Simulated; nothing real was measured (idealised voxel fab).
process module | voxel air gaps
cross-section cut | 210 nm wide | cells 5 nm
A cross-section is a grid of square cells, given in bands from the top down. A band is one or more rows of cells.
Each band's line starts with the height of the band's top and of its bottom, in nm. Then come its materials from left to right, each with its width in nm. One material with "throughout" fills the band from edge to edge. "air" is empty space.
Height 0 is the level under which the wafer as received is all one material. The lowest band goes on downwards, as in "0 down".
A width such as "30 to 40" changes by the same amount from each row of cells to the next, from the band's top row to its bottom row.
"no change" after a step means that no cell of the cross-section changed.
closed voids: empty space of 8 cells or more with no open way to the top, each as width x height at its distance from the left edge, in nm
after a step's settings: what the simulator itself notes on the step
overlay nm, on a step with a mask: how far to the right of its planned place the mask lay; to the left if negative
plan
1 op RECEIVE | material Si
2 op CONFORMAL_DEP | material SiO2 | thk nm 10
3 op CONFORMAL_DEP | material SiN | thk nm 5
4 op DIRECTIONAL_DEP | material lowk | thk nm 40
5 op PATTERN | tone open | mask id LINES | material resist | width nm 15 | pitch nm 40 | thk nm 15 | overlay nm 0
6 op DIRECTIONAL_ETCH | etch materials lowk | depth nm 40
7 op STRIP | etch materials resist
8 op CONFORMAL_DEP | material TiN | thk nm 5
9 op FILL_DEP | material Ru | thk nm 10
10 op CMP | height nm 55
11 op EPI | material Ru | thk nm 10
12 op SELECTIVE_ETCH | etch materials lowk | depth nm 50
13 op CONFORMAL_DEP | material SiCN | thk nm 5
first wafer, as planned
as received, after step 1
  0 down: Si throughout
  closed voids: none
after step 2
  10 to 0: SiO2 throughout
  below 0: unchanged
after step 3
  15 to 10: SiN throughout
  below 10: unchanged
after step 4
  55 to 15: lowk throughout
  below 15: unchanged
after step 5
  70 to 55: resist 55 | air 15 | resist 25 | air 15 | resist 25 | air 15 | resist 60
  below 55: unchanged
after step 6
  70 to 55: resist 55 | air 15 | resist 25 | air 15 | resist 25 | air 15 | resist 60
  55 to 15: lowk 55 | air 15 | lowk 25 | air 15 | lowk 25 | air 15 | lowk 60
  below 15: unchanged
after step 7
  55 to 15: lowk 55 | air 15 | lowk 25 | air 15 | lowk 25 | air 15 | lowk 60
  below 15: unchanged
after step 8
  60 to 55: TiN 60 | air 5 | TiN 35 | air 5 | TiN 35 | air 5 | TiN 65
  55 to 20: lowk 55 | TiN 5 | air 5 | TiN 5 | lowk 25 | TiN 5 | air 5 | TiN 5 | lowk 25 | TiN 5 | air 5 | TiN 5 | lowk 60
  20 to 15: lowk 55 | TiN 15 | lowk 25 | TiN 15 | lowk 25 | TiN 15 | lowk 60
  below 15: unchanged
after step 9
  70 to 60: Ru throughout
  60 to 55: TiN 60 | Ru 5 | TiN 35 | Ru 5 | TiN 35 | Ru 5 | TiN 65
  55 to 20: lowk 55 | TiN 5 | Ru 5 | TiN 5 | lowk 25 | TiN 5 | Ru 5 | TiN 5 | lowk 25 | TiN 5 | Ru 5 | TiN 5 | lowk 60
  below 20: unchanged
after step 10
  55 to 20: lowk 55 | TiN 5 | Ru 5 | TiN 5 | lowk 25 | TiN 5 | Ru 5 | TiN 5 | lowk 25 | TiN 5 | Ru 5 | TiN 5 | lowk 60
  below 20: unchanged
after step 11
  65 to 55: air 45 | Ru 35 | air 5 | Ru 35 | air 5 | Ru 35 | air 50
  below 55: unchanged
after step 12
  65 to 55: air 45 | Ru 35 | air 5 | Ru 35 | air 5 | Ru 35 | air 50
  55 to 20: air 55 | TiN 5 | Ru 5 | TiN 5 | air 25 | TiN 5 | Ru 5 | TiN 5 | air 25 | TiN 5 | Ru 5 | TiN 5 | air 60
  20 to 15: air 55 | TiN 15 | air 25 | TiN 15 | air 25 | TiN 15 | air 60
  below 15: unchanged
after step 13
  70 to 65: air 40 | SiCN 125 | air 45
  65 to 55: air 40 | SiCN 5 | Ru 35 | SiCN 5 | Ru 35 | SiCN 5 | Ru 35 | SiCN 5 | air 45
  55 to 50: air 40 | SiCN 15 | TiN 5 | Ru 5 | TiN 5 | SiCN 25 | TiN 5 | Ru 5 | TiN 5 | SiCN 25 | TiN 5 | Ru 5 | TiN 5 | SiCN 15 | air 45
  50 to 20: air 50 | SiCN 5 | TiN 5 | Ru 5 | TiN 5 | SiCN 5 | air 15 | SiCN 5 | TiN 5 | Ru 5 | TiN 5 | SiCN 5 | air 15 | SiCN 5 | TiN 5 | Ru 5 | TiN 5 | SiCN 5 | air 55
  20 to 15: SiCN 55 | TiN 15 | SiCN 25 | TiN 15 | SiCN 25 | TiN 15 | SiCN 60
  below 15: unchanged
  closed voids: 15 x 30 at 75; 15 x 30 at 115
second wafer: like start, like plan, one mistake. Through step 10 it matches the first wafer
when step 11 should have ended
  75 to 55: air 35 | Ru 135 | air 40
  below 55: unchanged
when step 12 should have ended
  75 to 55: air 35 | Ru 135 | air 40
  55 to 20: air 55 | TiN 5 | Ru 5 | TiN 5 | lowk 25 | TiN 5 | Ru 5 | TiN 5 | lowk 25 | TiN 5 | Ru 5 | TiN 5 | air 60
  20 to 15: air 55 | TiN 15 | lowk 25 | TiN 15 | lowk 25 | TiN 15 | air 60
  below 15: unchanged
when step 13 should have ended
  80 to 75: air 30 | SiCN 145 | air 35
  75 to 55: air 30 | SiCN 5 | Ru 135 | SiCN 5 | air 35
  55 to 50: air 30 | SiCN 25 | TiN 5 | Ru 5 | TiN 5 | lowk 25 | TiN 5 | Ru 5 | TiN 5 | lowk 25 | TiN 5 | Ru 5 | TiN 5 | SiCN 25 | air 35
  50 to 20: air 50 | SiCN 5 | TiN 5 | Ru 5 | TiN 5 | lowk 25 | TiN 5 | Ru 5 | TiN 5 | lowk 25 | TiN 5 | Ru 5 | TiN 5 | SiCN 5 | air 55
  20 to 15: SiCN 55 | TiN 15 | lowk 25 | TiN 15 | lowk 25 | TiN 15 | SiCN 60
  below 15: unchanged
what went wrong: step 11 was run twice
at the end the second wafer has, in cells: 66 more of Ru | 36 fewer of SiCN | 80 more of lowk
closed voids at the end (first wafer, second wafer): 2, 0
